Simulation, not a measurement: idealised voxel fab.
process module | voxel transistor to metal
cross-section cut | 265 nm wide | cells 5 nm
A cross-section is a grid of square cells, given in bands from the top down. A band is one or more rows of cells.
Each band's line starts with the height of the band's top and of its bottom, in nm. Then come its materials from left to right, each with its width in nm. One material with "throughout" fills the band from edge to edge. "air" is empty space.
Height 0 is the level under which the wafer as received is all one material. The lowest band goes on downwards, as in "0 down".
A width such as "30 to 40" changes by the same amount from each row of cells to the next, from the band's top row to its bottom row.
"no change" after a step means that no cell of the cross-section changed.
closed voids: empty space of 8 cells or more with no open way to the top, each as width x height at its distance from the left edge, in nm
after a step's settings: what the simulator itself notes on the step
overlay nm, on a step with a mask: how far to the right of its planned place the mask lay; to the left if negative
Each pair below shows a cross-section before one step and the cross-section after it, down to the lowest band that changed. The line under each pair gives the step between them, with its settings. The pairs can come from different runs of this module on the same starting wafer, so a pair continues from the pair above only where its "before" says so.
before
  55 to 45: air 55 | SiO2 5 | SiCN 20 | SiO2 5 | air 95 | SiO2 5 | SiCN 20 | SiO2 5 | air 55
  45 to 25: air 55 | SiO2 5 | polySi 20 | SiO2 5 | air 95 | SiO2 5 | polySi 20 | SiO2 5 | air 55
  25 to 20: SiO2 throughout
  20 to 5: SiO2 20 | SiN 100 | SiO2 25 | SiN 100 | SiO2 20
  5 to 0: SiO2 throughout
  0 to -35: SiO2 25 | Si 90 | SiO2 35 | Si 90 | SiO2 25
  -35 down: Si throughout
  closed voids: none
after
  65 to 55: air 45 | SiN 50 | air 75 | SiN 50 | air 45
  55 to 45: air 45 | SiN 10 | SiO2 5 | SiCN 20 | SiO2 5 | SiN 10 | air 75 | SiN 10 | SiO2 5 | SiCN 20 | SiO2 5 | SiN 10 | air 45
  45 to 35: air 45 | SiN 10 | SiO2 5 | polySi 20 | SiO2 5 | SiN 10 | air 75 | SiN 10 | SiO2 5 | polySi 20 | SiO2 5 | SiN 10 | air 45
  35 to 25: SiN 55 | SiO2 5 | polySi 20 | SiO2 5 | SiN 95 | SiO2 5 | polySi 20 | SiO2 5 | SiN 55
  below 25: unchanged
  closed voids: none
the step between: op CONFORMAL_DEP | material SiN | thk nm 10
before: the cross-section after the pair above
after
  55 to 45: air 45 | SiN 10 | SiO2 5 | SiCN 20 | SiO2 5 | SiN 10 | air 75 | SiN 10 | SiO2 5 | SiCN 20 | SiO2 5 | SiN 10 | air 45
  45 to 25: air 45 | SiN 10 | SiO2 5 | polySi 20 | SiO2 5 | SiN 10 | air 75 | SiN 10 | SiO2 5 | polySi 20 | SiO2 5 | SiN 10 | air 45
  below 25: unchanged
  closed voids: none
the step between: op DIRECTIONAL_ETCH | etch materials SiN | depth nm 10
before: the cross-section after the pair above
after
  55 to 50: air 45 | SiN 10 | air 5 | SiCN 20 | air 5 | SiN 10 | air 75 | SiN 10 | air 5 | SiCN 20 | air 5 | SiN 10 | air 45
  50 to 45: air 45 | SiN 10 | SiO2 5 | SiCN 20 | SiO2 5 | SiN 10 | air 75 | SiN 10 | SiO2 5 | SiCN 20 | SiO2 5 | SiN 10 | air 45
  45 to 25: air 45 | SiN 10 | SiO2 5 | polySi 20 | SiO2 5 | SiN 10 | air 75 | SiN 10 | SiO2 5 | polySi 20 | SiO2 5 | SiN 10 | air 45
  25 to 20: air 45 | SiO2 50 | air 75 | SiO2 50 | air 45
  below 20: unchanged
  closed voids: none
the step between: op DIRECTIONAL_ETCH | etch materials SiO2 | depth nm 5
before: the cross-section after the pair above
after
  65 to 55: SiO2 throughout
  55 to 45: SiO2 45 | SiN 10 | SiO2 5 | SiCN 20 | SiO2 5 | SiN 10 | SiO2 75 | SiN 10 | SiO2 5 | SiCN 20 | SiO2 5 | SiN 10 | SiO2 45
  45 to 25: SiO2 45 | SiN 10 | SiO2 5 | polySi 20 | SiO2 5 | SiN 10 | SiO2 75 | SiN 10 | SiO2 5 | polySi 20 | SiO2 5 | SiN 10 | SiO2 45
  25 to 20: SiO2 throughout
  below 20: unchanged
  closed voids: none
the step between: op FILL_DEP | material SiO2 | thk nm 10
before: the cross-section after the pair above
after
  30 to 25: SiO2 45 | SiN 10 | SiO2 5 | polySi 20 | SiO2 5 | SiN 10 | SiO2 75 | SiN 10 | SiO2 5 | polySi 20 | SiO2 5 | SiN 10 | SiO2 45
  below 25: unchanged
  closed voids: none
the step between: op CMP | height nm 30
before: the cross-section after the pair above
after
  40 to 30: SiO2 throughout
  below 30: unchanged
  closed voids: none
the step between: op DIRECTIONAL_DEP | material SiO2 | thk nm 10
before: the cross-section after the pair above
after
  60 to 40: resist 25 | air 30 | resist 30 | air 30 | resist 35 | air 30 | resist 30 | air 30 | resist 25
  below 40: unchanged
  closed voids: none
the step between: op PATTERN | tone open | mask id CONTACT | material resist | width nm 30 | thk nm 20 | overlay nm 0
before: the cross-section after the pair above
after
  60 to 40: resist 25 | air 30 | resist 30 | air 30 | resist 35 | air 30 | resist 30 | air 30 | resist 25
  40 to 30: SiO2 25 | air 30 | SiO2 30 | air 30 | SiO2 35 | air 30 | SiO2 30 | air 30 | SiO2 25
  30 to 25: SiO2 25 | air 20 | SiN 10 | SiO2 5 | polySi 20 | SiO2 5 | SiN 10 | air 20 | SiO2 35 | air 20 | SiN 10 | SiO2 5 | polySi 20 | SiO2 5 | SiN 10 | air 20 | SiO2 25
  25 to 20: SiO2 25 | air 20 | SiO2 50 | air 20 | SiO2 35 | air 20 | SiO2 50 | air 20 | SiO2 25
  below 20: unchanged
  closed voids: none
the step between: op DIRECTIONAL_ETCH | etch materials SiO2 | depth nm 35
before: the cross-section after the pair above
after
  40 to 30: SiO2 25 | air 30 | SiO2 30 | air 30 | SiO2 35 | air 30 | SiO2 30 | air 30 | SiO2 25
  below 30: unchanged
  closed voids: none
the step between: op STRIP | etch materials resist
before: the cross-section after the pair above
after
  45 to 40: TiN 30 | air 20 | TiN 40 | air 20 | TiN 45 | air 20 | TiN 40 | air 20 | TiN 30
  40 to 30: SiO2 25 | TiN 5 | air 20 to 10 | TiN 5 to 15 | SiO2 30 | TiN 5 to 15 | air 20 to 10 | TiN 5 | SiO2 35 | TiN 5 | air 20 to 10 | TiN 5 to 15 | SiO2 30 | TiN 5 to 15 | air 20 to 10 | TiN 5 | SiO2 25
  30 to 25: SiO2 25 | TiN 5 | air 10 | TiN 5 | SiN 10 | SiO2 5 | polySi 20 | SiO2 5 | SiN 10 | TiN 5 | air 10 | TiN 5 | SiO2 35 | TiN 5 | air 10 | TiN 5 | SiN 10 | SiO2 5 | polySi 20 | SiO2 5 | SiN 10 | TiN 5 | air 10 | TiN 5 | SiO2 25
  25 to 20: SiO2 25 | TiN 20 | SiO2 50 | TiN 20 | SiO2 35 | TiN 20 | SiO2 50 | TiN 20 | SiO2 25
  below 20: unchanged
  closed voids: none
the step between: op CONFORMAL_DEP | material TiN | thk nm 5
before: the cross-section after the pair above
after
  50 to 45: W throughout
  45 to 40: TiN 30 | W 20 | TiN 40 | W 20 | TiN 45 | W 20 | TiN 40 | W 20 | TiN 30
  40 to 30: SiO2 25 | TiN 5 | W 20 to 10 | TiN 5 to 15 | SiO2 30 | TiN 5 to 15 | W 20 to 10 | TiN 5 | SiO2 35 | TiN 5 | W 20 to 10 | TiN 5 to 15 | SiO2 30 | TiN 5 to 15 | W 20 to 10 | TiN 5 | SiO2 25
  30 to 25: SiO2 25 | TiN 5 | W 10 | TiN 5 | SiN 10 | SiO2 5 | polySi 20 | SiO2 5 | SiN 10 | TiN 5 | W 10 | TiN 5 | SiO2 35 | TiN 5 | W 10 | TiN 5 | SiN 10 | SiO2 5 | polySi 20 | SiO2 5 | SiN 10 | TiN 5 | W 10 | TiN 5 | SiO2 25
  below 25: unchanged
  closed voids: none
the step between: op FILL_DEP | material W | thk nm 5
before: the cross-section after the pair above
after
  40 to 30: SiO2 25 | TiN 5 | W 20 to 10 | TiN 5 to 15 | SiO2 30 | TiN 5 to 15 | W 20 to 10 | TiN 5 | SiO2 35 | TiN 5 | W 20 to 10 | TiN 5 to 15 | SiO2 30 | TiN 5 to 15 | W 20 to 10 | TiN 5 | SiO2 25
  below 30: unchanged
  closed voids: none
the step between: op CMP | height nm 40
before: the cross-section after the pair above
after
  45 to 40: TiN throughout
  below 40: unchanged
  closed voids: none
the step between: op DIRECTIONAL_DEP | material TiN | thk nm 5
before: the cross-section after the pair above
after
  60 to 45: W throughout
  below 45: unchanged
  closed voids: none
the step between: op DIRECTIONAL_DEP | material W | thk nm 15
before: the cross-section after the pair above
after
  60 to 45: air 25 | W 15 | air 60 | W 15 | air 35 | W 15 | air 60 | W 15 | air 25
  below 45: unchanged
  closed voids: none
the step between: op MASKED_ETCH | tone cover | mask id METAL_1 | width nm 15 | etch materials W | depth nm 15 | overlay nm 0
before: the cross-section after the pair above
after
  60 to 45: air 25 | W 15 | air 60 | W 15 | air 35 | W 15 | air 60 | W 15 | air 25
  45 to 40: air 25 | TiN 15 | air 60 | TiN 15 | air 35 | TiN 15 | air 60 | TiN 15 | air 25
  below 40: unchanged
  closed voids: none
the step between: op MASKED_ETCH | tone cover | mask id METAL_1 | width nm 15 | etch materials TiN | depth nm 5 | overlay nm 0
before: the cross-section after the pair above
after
  65 to 60: air 20 | SiCN 25 | air 50 | SiCN 25 | air 25 | SiCN 25 | air 50 | SiCN 25 | air 20
  60 to 45: air 20 | SiCN 5 | W 15 | SiCN 5 | air 50 | SiCN 5 | W 15 | SiCN 5 | air 25 | SiCN 5 | W 15 | SiCN 5 | air 50 | SiCN 5 | W 15 | SiCN 5 | air 20
  45 to 40: SiCN 25 | TiN 15 | SiCN 60 | TiN 15 | SiCN 35 | TiN 15 | SiCN 60 | TiN 15 | SiCN 25
  below 40: unchanged
  closed voids: none
the step between: op CONFORMAL_DEP | material SiCN | thk nm 5
before: the cross-section after the pair above
after
  75 to 65: SiO2 throughout
  65 to 60: SiO2 20 | SiCN 25 | SiO2 50 | SiCN 25 | SiO2 25 | SiCN 25 | SiO2 50 | SiCN 25 | SiO2 20
  60 to 45: SiO2 20 | SiCN 5 | W 15 | SiCN 5 | SiO2 50 | SiCN 5 | W 15 | SiCN 5 | SiO2 25 | SiCN 5 | W 15 | SiCN 5 | SiO2 50 | SiCN 5 | W 15 | SiCN 5 | SiO2 20
  below 45: unchanged
  closed voids: none
the step between: op FILL_DEP | material SiO2 | thk nm 10
before: the cross-section after the pair above
after
  60 to 45: SiO2 20 | SiCN 5 | W 15 | SiCN 5 | SiO2 50 | SiCN 5 | W 15 | SiCN 5 | SiO2 25 | SiCN 5 | W 15 | SiCN 5 | SiO2 50 | SiCN 5 | W 15 | SiCN 5 | SiO2 20
  below 45: unchanged
  closed voids: none
the step between: op CMP | height nm 60
before: the cross-section after the pair above
after
  65 to 60: SiCN throughout
  below 60: unchanged
  closed voids: none
the step between: op CONFORMAL_DEP | material SiCN | thk nm 5
before: the cross-section after the pair above
after
  100 to 65: SiO2 throughout
  below 65: unchanged
  closed voids: none
the step between: op DIRECTIONAL_DEP | material SiO2 | thk nm 35
before: the cross-section after the pair above
after
  100 to 80: SiO2 25 | air 15 | SiO2 110 | air 15 | SiO2 100
  below 80: unchanged
  closed voids: none
the step between: op MASKED_ETCH | tone open | mask id METAL_2 | width nm 15 | pitch nm 125 | etch materials SiO2 | depth nm 20 | overlay nm 0
before: the cross-section after the pair above
after
  120 to 100: resist 25 | air 15 | resist 110 | air 15 | resist 100
  below 100: unchanged
  closed voids: none
the step between: op PATTERN | tone open | mask id METAL_2_HOLES | material resist | width nm 15 | pitch nm 125 | thk nm 20 | overlay nm 0
before: the cross-section after the pair above
after
  120 to 100: resist 25 | air 15 | resist 110 | air 15 | resist 100
  100 to 65: SiO2 25 | air 15 | SiO2 110 | air 15 | SiO2 100
  below 65: unchanged
  closed voids: none
the step between: op DIRECTIONAL_ETCH | etch materials SiO2 | depth nm 15
before: the cross-section after the pair above
after
  120 to 100: resist 25 | air 15 | resist 110 | air 15 | resist 100
  100 to 65: SiO2 25 | air 15 | SiO2 110 | air 15 | SiO2 100
  65 to 60: SiCN 25 | air 15 | SiCN 110 | air 15 | SiCN 100
  below 60: unchanged
  closed voids: none
the step between: op DIRECTIONAL_ETCH | etch materials SiCN | depth nm 5
before: the cross-section after the pair above
after
  100 to 65: SiO2 25 | air 15 | SiO2 110 | air 15 | SiO2 100
  below 65: unchanged
  closed voids: none
the step between: op STRIP | etch materials resist
before: the cross-section after the pair above
after
  105 to 100: TiN 30 | air 5 | TiN 120 | air 5 | TiN 105
  100 to 65: SiO2 25 | TiN 5 | air 5 | TiN 5 | SiO2 110 | TiN 5 | air 5 | TiN 5 | SiO2 100
  65 to 60: SiCN 25 | TiN 15 | SiCN 110 | TiN 15 | SiCN 100
  below 60: unchanged
  closed voids: none
the step between: op CONFORMAL_DEP | material TiN | thk nm 5
before: the cross-section after the pair above
after
  110 to 105: Cu throughout
  105 to 100: TiN 30 | Cu 5 | TiN 120 | Cu 5 | TiN 105
  100 to 65: SiO2 25 | TiN 5 | Cu 5 | TiN 5 | SiO2 110 | TiN 5 | Cu 5 | TiN 5 | SiO2 100
  below 65: unchanged
  closed voids: none
the step between: op FILL_DEP | material Cu | thk nm 5
before: the cross-section after the pair above
after
  100 to 65: SiO2 25 | TiN 5 | Cu 5 | TiN 5 | SiO2 110 | TiN 5 | Cu 5 | TiN 5 | SiO2 100
  below 65: unchanged
  closed voids: none
the step between: op CMP | height nm 100
before: the cross-section after the pair above
after
  105 to 100: SiN throughout
  below 100: unchanged
  closed voids: none
the step between: op CONFORMAL_DEP | material SiN | thk nm 5
before
  100 to 65: SiO2 throughout
  65 to 60: SiCN throughout
  60 to 45: SiO2 20 | SiCN 5 | W 15 | SiCN 5 | SiO2 50 | SiCN 5 | W 15 | SiCN 5 | SiO2 25 | SiCN 5 | W 15 | SiCN 5 | SiO2 50 | SiCN 5 | W 15 | SiCN 5 | SiO2 20
  45 to 40: SiCN 25 | TiN 15 | SiCN 60 | TiN 15 | SiCN 35 | TiN 15 | SiCN 60 | TiN 15 | SiCN 25
  40 to 30: SiO2 25 | TiN 5 | W 20 to 10 | TiN 5 to 15 | SiO2 30 | TiN 5 to 15 | W 20 to 10 | TiN 5 | SiO2 35 | TiN 5 | W 20 to 10 | TiN 5 to 15 | SiO2 30 | TiN 5 to 15 | W 20 to 10 | TiN 5 | SiO2 25
  30 to 20: SiO2 25 | TiN 5 | W 10 | TiN 5 | SiN 10 | SiO2 5 | SiCN 20 | SiO2 5 | SiN 10 | TiN 5 | W 10 | TiN 5 | SiO2 35 | TiN 5 | W 10 | TiN 5 | SiN 10 | SiO2 5 | SiCN 20 | SiO2 5 | SiN 10 | TiN 5 | W 10 | TiN 5 | SiO2 25
  20 to 10: SiO2 25 | TiN 5 to 10 | W 10 to 5 | TiN 5 | SiN 10 | SiO2 5 | polySi 20 | SiO2 5 | SiN 10 | TiN 5 | W 10 to 5 | TiN 5 to 10 | SiO2 35 | TiN 5 to 10 | W 10 to 5 | TiN 5 | SiN 10 | SiO2 5 | polySi 20 | SiO2 5 | SiN 10 | TiN 5 | W 10 to 5 | TiN 5 to 10 | SiO2 25
  10 to 5: SiO2 20 | SiN 10 | TiN 15 | SiN 10 | SiO2 5 | polySi 20 | SiO2 5 | SiN 10 | TiN 15 | SiN 10 | SiO2 25 | SiN 10 | TiN 15 | SiN 10 | SiO2 5 | polySi 20 | SiO2 5 | SiN 10 | TiN 15 | SiN 10 | SiO2 20
  5 to 0: SiO2 20 | SiN 10 | pSi 15 | SiN 10 | SiO2 5 | polySi 20 | SiO2 5 | SiN 10 | pSi 15 | SiN 10 | SiO2 25 | SiN 10 | pSi 15 | SiN 10 | SiO2 5 | polySi 20 | SiO2 5 | SiN 10 | pSi 15 | SiN 10 | SiO2 20
  0 to -5: SiO2 30 | pSi 15 | SiO2 50 | pSi 15 | SiO2 45 | pSi 15 | SiO2 50 | pSi 15 | SiO2 30
  -5 to -10: SiO2 25 | Si 5 | pSi 15 | Si 50 | pSi 15 | Si 5 | SiO2 35 | Si 5 | pSi 15 | Si 50 | pSi 15 | Si 5 | SiO2 25
  -10 to -35: SiO2 25 | Si 90 | SiO2 35 | Si 90 | SiO2 25
  -35 down: Si throughout
  closed voids: none
after
  135 to 65: SiO2 throughout
  below 65: unchanged
  closed voids: none
the step between: op DIRECTIONAL_DEP | material SiO2 | thk nm 35
before: the cross-section after the pair above
after
  135 to 115: SiO2 25 | air 15 | SiO2 110 | air 15 | SiO2 100
  below 115: unchanged
  closed voids: none
the step between: op MASKED_ETCH | tone open | mask id METAL_2 | width nm 15 | pitch nm 125 | etch materials SiO2 | depth nm 20 | overlay nm 0
before: the cross-section after the pair above
after
  155 to 135: resist 25 | air 15 | resist 110 | air 15 | resist 100
  below 135: unchanged
  closed voids: none
the step between: op PATTERN | tone open | mask id METAL_2_HOLES | material resist | width nm 15 | pitch nm 125 | thk nm 20 | overlay nm 0
before: the cross-section after the pair above
after
  155 to 135: resist 25 | air 15 | resist 110 | air 15 | resist 100
  135 to 100: SiO2 25 | air 15 | SiO2 110 | air 15 | SiO2 100
  below 100: unchanged
  closed voids: none
the step between: op DIRECTIONAL_ETCH | etch materials SiO2 | depth nm 15
before: the cross-section after the pair above
after
  135 to 100: SiO2 25 | air 15 | SiO2 110 | air 15 | SiO2 100
  below 100: unchanged
  closed voids: none
the step between: op STRIP | etch materials resist
before: the cross-section after the pair above
after
  140 to 135: TiN 30 | air 5 | TiN 120 | air 5 | TiN 105
  135 to 105: SiO2 25 | TiN 5 | air 5 | TiN 5 | SiO2 110 | TiN 5 | air 5 | TiN 5 | SiO2 100
  105 to 100: SiO2 25 | TiN 15 | SiO2 110 | TiN 15 | SiO2 100
  below 100: unchanged
  closed voids: none
the step between: op CONFORMAL_DEP | material TiN | thk nm 5
before: the cross-section after the pair above
after
  145 to 140: Cu throughout
  140 to 135: TiN 30 | Cu 5 | TiN 120 | Cu 5 | TiN 105
  135 to 105: SiO2 25 | TiN 5 | Cu 5 | TiN 5 | SiO2 110 | TiN 5 | Cu 5 | TiN 5 | SiO2 100
  below 105: unchanged
  closed voids: none
the step between: op FILL_DEP | material Cu | thk nm 5
before: the cross-section after the pair above
after
  100 to 65: SiO2 throughout
  below 65: unchanged
  closed voids: none
the step between: op CMP | height nm 100
before: the cross-section after the pair above
after
  105 to 100: SiN throughout
  below 100: unchanged
  closed voids: none
the step between: op CONFORMAL_DEP | material SiN | thk nm 5
before
  30 to 25: air 45 | SiN 10 | air 5 | SiCN 20 | air 5 | SiN 10 | air 75 | SiN 10 | air 5 | SiCN 20 | air 5 | SiN 10 | air 45
  25 to 20: air 45 | SiN 10 | SiO2 5 | SiCN 20 | SiO2 5 | SiN 10 | air 75 | SiN 10 | SiO2 5 | SiCN 20 | SiO2 5 | SiN 10 | air 45
  20 to 10: air 45 | SiN 10 | SiO2 5 | polySi 20 | SiO2 5 | SiN 10 | air 75 | SiN 10 | SiO2 5 | polySi 20 | SiO2 5 | SiN 10 | air 45
  10 to 5: air 20 | SiN 10 | air 15 | SiN 10 | SiO2 5 | polySi 20 | SiO2 5 | SiN 10 | air 15 | SiN 10 | air 25 | SiN 10 | air 15 | SiN 10 | SiO2 5 | polySi 20 | SiO2 5 | SiN 10 | air 15 | SiN 10 | air 20
  5 to 0: SiO2 20 | SiN 10 | air 15 | SiN 10 | SiO2 5 | polySi 20 | SiO2 5 | SiN 10 | air 15 | SiN 10 | SiO2 25 | SiN 10 | air 15 | SiN 10 | SiO2 5 | polySi 20 | SiO2 5 | SiN 10 | air 15 | SiN 10 | SiO2 20
  0 to -5: SiO2 30 | air 15 | SiO2 50 | air 15 | SiO2 45 | air 15 | SiO2 50 | air 15 | SiO2 30
  -5 to -35: SiO2 25 | Si 90 | SiO2 35 | Si 90 | SiO2 25
  -35 down: Si throughout
  closed voids: none
after
  30 to 25: air 45 | SiN 10 | air 5 | SiCN 20 | air 5 | SiN 10 | air 75 | SiN 10 | air 5 | SiCN 20 | air 5 | SiN 10 | air 45
  25 to 20: air 45 | SiN 10 | SiO2 5 | SiCN 20 | SiO2 5 | SiN 10 | air 75 | SiN 10 | SiO2 5 | SiCN 20 | SiO2 5 | SiN 10 | air 45
  20 to 10: air 45 | SiN 10 | SiO2 5 | polySi 20 | SiO2 5 | SiN 10 | air 75 | SiN 10 | SiO2 5 | polySi 20 | SiO2 5 | SiN 10 | air 45
  10 to 5: air 20 | SiN 10 | air 15 | SiN 10 | SiO2 5 | polySi 20 | SiO2 5 | SiN 10 | air 15 | SiN 10 | air 25 | SiN 10 | air 15 | SiN 10 | SiO2 5 | polySi 20 | SiO2 5 | SiN 10 | air 15 | SiN 10 | air 20
  5 to 0: SiO2 20 | SiN 10 | pSi 15 | SiN 10 | SiO2 5 | polySi 20 | SiO2 5 | SiN 10 | pSi 15 | SiN 10 | SiO2 25 | SiN 10 | pSi 15 | SiN 10 | SiO2 5 | polySi 20 | SiO2 5 | SiN 10 | pSi 15 | SiN 10 | SiO2 20
  0 to -5: SiO2 30 | pSi 15 | SiO2 50 | pSi 15 | SiO2 45 | pSi 15 | SiO2 50 | pSi 15 | SiO2 30
  below -5: unchanged
  closed voids: none
the step between: op EPI | material pSi | thk nm 10
before: the cross-section after the pair above
after
  30 to 25: air 45 | SiN 10 | air 5 | SiCN 20 | air 5 | SiN 10 | air 75 | SiN 10 | air 5 | SiCN 20 | air 5 | SiN 10 | air 45
  25 to 20: air 45 | SiN 10 | SiO2 5 | SiCN 20 | SiO2 5 | SiN 10 | air 75 | SiN 10 | SiO2 5 | SiCN 20 | SiO2 5 | SiN 10 | air 45
  20 to 10: air 45 | SiN 10 | SiO2 5 | polySi 20 | SiO2 5 | SiN 10 | air 75 | SiN 10 | SiO2 5 | polySi 20 | SiO2 5 | SiN 10 | air 45
  10 to 5: air 20 | SiN 10 | air 15 | SiN 10 | SiO2 5 | polySi 20 | SiO2 5 | SiN 10 | air 15 | SiN 10 | air 25 | SiN 10 | air 15 | SiN 10 | SiO2 5 | polySi 20 | SiO2 5 | SiN 10 | air 15 | SiN 10 | air 20
  5 to 0: SiO2 20 | SiN 10 | air 15 | SiN 10 | SiO2 5 | polySi 20 | SiO2 5 | SiN 10 | air 15 | SiN 10 | SiO2 25 | SiN 10 | air 15 | SiN 10 | SiO2 5 | polySi 20 | SiO2 5 | SiN 10 | air 15 | SiN 10 | SiO2 20
  below 0: unchanged
  closed voids: none
the step between: op DIRECTIONAL_ETCH | etch materials Si | depth nm 5
before: the cross-section after the pair above
after
  40 to 30: SiO2 throughout
  30 to 20: SiO2 45 | SiN 10 | SiO2 5 | SiCN 20 | SiO2 5 | SiN 10 | SiO2 75 | SiN 10 | SiO2 5 | SiCN 20 | SiO2 5 | SiN 10 | SiO2 45
  20 to 10: SiO2 45 | SiN 10 | SiO2 5 | polySi 20 | SiO2 5 | SiN 10 | SiO2 75 | SiN 10 | SiO2 5 | polySi 20 | SiO2 5 | SiN 10 | SiO2 45
  10 to 0: SiO2 20 | SiN 10 | SiO2 15 | SiN 10 | SiO2 5 | polySi 20 | SiO2 5 | SiN 10 | SiO2 15 | SiN 10 | SiO2 25 | SiN 10 | SiO2 15 | SiN 10 | SiO2 5 | polySi 20 | SiO2 5 | SiN 10 | SiO2 15 | SiN 10 | SiO2 20
  below 0: unchanged
  closed voids: none
the step between: op FILL_DEP | material SiO2 | thk nm 10
before: the cross-section after the pair above
after
  30 to 20: SiO2 45 | SiN 10 | SiO2 5 | SiCN 20 | SiO2 5 | SiN 10 | SiO2 75 | SiN 10 | SiO2 5 | SiCN 20 | SiO2 5 | SiN 10 | SiO2 45
  below 20: unchanged
  closed voids: none
the step between: op CMP | height nm 30
before: the cross-section after the pair above
after
  40 to 30: SiO2 throughout
  below 30: unchanged
  closed voids: none
the step between: op DIRECTIONAL_DEP | material SiO2 | thk nm 10
before: the cross-section after the pair above
after
  60 to 40: resist 25 | air 30 | resist 30 | air 30 | resist 35 | air 30 | resist 30 | air 30 | resist 25
  below 40: unchanged
  closed voids: none
the step between: op PATTERN | tone open | mask id CONTACT | material resist | width nm 30 | thk nm 20 | overlay nm 0
before: the cross-section after the pair above
after
  60 to 40: resist 25 | air 30 | resist 30 | air 30 | resist 35 | air 30 | resist 30 | air 30 | resist 25
  40 to 30: SiO2 25 | air 30 | SiO2 30 | air 30 | SiO2 35 | air 30 | SiO2 30 | air 30 | SiO2 25
  30 to 20: SiO2 25 | air 20 | SiN 10 | SiO2 5 | SiCN 20 | SiO2 5 | SiN 10 | air 20 | SiO2 35 | air 20 | SiN 10 | SiO2 5 | SiCN 20 | SiO2 5 | SiN 10 | air 20 | SiO2 25
  20 to 10: SiO2 25 | air 20 | SiN 10 | SiO2 5 | polySi 20 | SiO2 5 | SiN 10 | air 20 | SiO2 35 | air 20 | SiN 10 | SiO2 5 | polySi 20 | SiO2 5 | SiN 10 | air 20 | SiO2 25
  10 to 5: SiO2 20 | SiN 10 | air 15 | SiN 10 | SiO2 5 | polySi 20 | SiO2 5 | SiN 10 | air 15 | SiN 10 | SiO2 25 | SiN 10 | air 15 | SiN 10 | SiO2 5 | polySi 20 | SiO2 5 | SiN 10 | air 15 | SiN 10 | SiO2 20
  below 5: unchanged
  closed voids: none
the step between: op DIRECTIONAL_ETCH | etch materials SiO2 | depth nm 35
before: the cross-section after the pair above
after
  40 to 30: SiO2 25 | air 30 | SiO2 30 | air 30 | SiO2 35 | air 30 | SiO2 30 | air 30 | SiO2 25
  below 30: unchanged
  closed voids: none
the step between: op STRIP | etch materials resist
before: the cross-section after the pair above
after
  45 to 40: TiN 30 | air 20 | TiN 40 | air 20 | TiN 45 | air 20 | TiN 40 | air 20 | TiN 30
  40 to 30: SiO2 25 | TiN 5 | air 20 to 10 | TiN 5 to 15 | SiO2 30 | TiN 5 to 15 | air 20 to 10 | TiN 5 | SiO2 35 | TiN 5 | air 20 to 10 | TiN 5 to 15 | SiO2 30 | TiN 5 to 15 | air 20 to 10 | TiN 5 | SiO2 25
  30 to 20: SiO2 25 | TiN 5 | air 10 | TiN 5 | SiN 10 | SiO2 5 | SiCN 20 | SiO2 5 | SiN 10 | TiN 5 | air 10 | TiN 5 | SiO2 35 | TiN 5 | air 10 | TiN 5 | SiN 10 | SiO2 5 | SiCN 20 | SiO2 5 | SiN 10 | TiN 5 | air 10 | TiN 5 | SiO2 25
  20 to 10: SiO2 25 | TiN 5 to 10 | air 10 to 5 | TiN 5 | SiN 10 | SiO2 5 | polySi 20 | SiO2 5 | SiN 10 | TiN 5 | air 10 to 5 | TiN 5 to 10 | SiO2 35 | TiN 5 to 10 | air 10 to 5 | TiN 5 | SiN 10 | SiO2 5 | polySi 20 | SiO2 5 | SiN 10 | TiN 5 | air 10 to 5 | TiN 5 to 10 | SiO2 25
  10 to 5: SiO2 20 | SiN 10 | TiN 15 | SiN 10 | SiO2 5 | polySi 20 | SiO2 5 | SiN 10 | TiN 15 | SiN 10 | SiO2 25 | SiN 10 | TiN 15 | SiN 10 | SiO2 5 | polySi 20 | SiO2 5 | SiN 10 | TiN 15 | SiN 10 | SiO2 20
  below 5: unchanged
  closed voids: none
the step between: op CONFORMAL_DEP | material TiN | thk nm 5
before: the cross-section after the pair above
after
  50 to 45: W throughout
  45 to 40: TiN 30 | W 20 | TiN 40 | W 20 | TiN 45 | W 20 | TiN 40 | W 20 | TiN 30
  40 to 30: SiO2 25 | TiN 5 | W 20 to 10 | TiN 5 to 15 | SiO2 30 | TiN 5 to 15 | W 20 to 10 | TiN 5 | SiO2 35 | TiN 5 | W 20 to 10 | TiN 5 to 15 | SiO2 30 | TiN 5 to 15 | W 20 to 10 | TiN 5 | SiO2 25
  30 to 20: SiO2 25 | TiN 5 | W 10 | TiN 5 | SiN 10 | SiO2 5 | SiCN 20 | SiO2 5 | SiN 10 | TiN 5 | W 10 | TiN 5 | SiO2 35 | TiN 5 | W 10 | TiN 5 | SiN 10 | SiO2 5 | SiCN 20 | SiO2 5 | SiN 10 | TiN 5 | W 10 | TiN 5 | SiO2 25
  20 to 10: SiO2 25 | TiN 5 to 10 | W 10 to 5 | TiN 5 | SiN 10 | SiO2 5 | polySi 20 | SiO2 5 | SiN 10 | TiN 5 | W 10 to 5 | TiN 5 to 10 | SiO2 35 | TiN 5 to 10 | W 10 to 5 | TiN 5 | SiN 10 | SiO2 5 | polySi 20 | SiO2 5 | SiN 10 | TiN 5 | W 10 to 5 | TiN 5 to 10 | SiO2 25
  below 10: unchanged
  closed voids: none
the step between: op FILL_DEP | material W | thk nm 5
before: the cross-section after the pair above
after
  40 to 30: SiO2 25 | TiN 5 | W 20 to 10 | TiN 5 to 15 | SiO2 30 | TiN 5 to 15 | W 20 to 10 | TiN 5 | SiO2 35 | TiN 5 | W 20 to 10 | TiN 5 to 15 | SiO2 30 | TiN 5 to 15 | W 20 to 10 | TiN 5 | SiO2 25
  below 30: unchanged
  closed voids: none
the step between: op CMP | height nm 40
before: the cross-section after the pair above
after
  45 to 40: TiN throughout
  below 40: unchanged
  closed voids: none
the step between: op DIRECTIONAL_DEP | material TiN | thk nm 5
before: the cross-section after the pair above
after
  60 to 45: W throughout
  below 45: unchanged
  closed voids: none
the step between: op DIRECTIONAL_DEP | material W | thk nm 15
before: the cross-section after the pair above
after
  60 to 45: air 25 | W 15 | air 60 | W 15 | air 35 | W 15 | air 60 | W 15 | air 25
  below 45: unchanged
  closed voids: none
the step between: op MASKED_ETCH | tone cover | mask id METAL_1 | width nm 15 | etch materials W | depth nm 15 | overlay nm 0
before: the cross-section after the pair above
after
  60 to 45: air 25 | W 15 | air 60 | W 15 | air 35 | W 15 | air 60 | W 15 | air 25
  45 to 40: air 25 | TiN 15 | air 60 | TiN 15 | air 35 | TiN 15 | air 60 | TiN 15 | air 25
  below 40: unchanged
  closed voids: none
the step between: op MASKED_ETCH | tone cover | mask id METAL_1 | width nm 15 | etch materials TiN | depth nm 5 | overlay nm 0
